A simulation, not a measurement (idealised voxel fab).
process module | voxel released beams
cross-section cut | 200 nm wide | cells 5 nm
A cross-section is a grid of square cells, given in bands from the top down. A band is one or more rows of cells.
Each band's line starts with the height of the band's top and of its bottom, in nm. Then come its materials from left to right, each with its width in nm. One material with "throughout" fills the band from edge to edge. "air" is empty space.
Height 0 is the level under which the wafer as received is all one material. The lowest band goes on downwards, as in "0 down".
A width such as "30 to 40" changes by the same amount from each row of cells to the next, from the band's top row to its bottom row.
"no change" after a step means that no cell of the cross-section changed.
closed voids: empty space of 8 cells or more with no open way to the top, each as width x height at its distance from the left edge, in nm
after a step's settings: what the simulator itself notes on the step
overlay nm, on a step with a mask: how far to the right of its planned place the mask lay; to the left if negative
plan
1 op RECEIVE | material Si
2 op CONFORMAL_DEP | material SiN | thk nm 5
3 op DIRECTIONAL_DEP | material SiO2 | thk nm 20
4 op PATTERN | tone open | mask id ANCHOR | material resist | width nm 35 | thk nm 20 | overlay nm 0
5 op DIRECTIONAL_ETCH | etch materials SiO2 | depth nm 20
6 op STRIP | etch materials resist
7 op CONFORMAL_DEP | material TiN | thk nm 15
8 op MASKED_ETCH | tone cover | mask id BEAM | width nm 120 | etch materials TiN | depth nm 15 | overlay nm 0
9 op STRIP | etch materials SiO2
as received, after step 1
  0 down: Si throughout
  closed voids: none
a wafer at the end: this start, this plan, one mistake
  55 to 40: air 35 | TiN 120 | air 45
  40 to 25: TiN throughout
  25 to 5: SiO2 40 | TiN 35 | SiO2 125
  5 to 0: SiN throughout
  0 down: Si throughout
  closed voids: none
what went wrong: step 7 was run twice
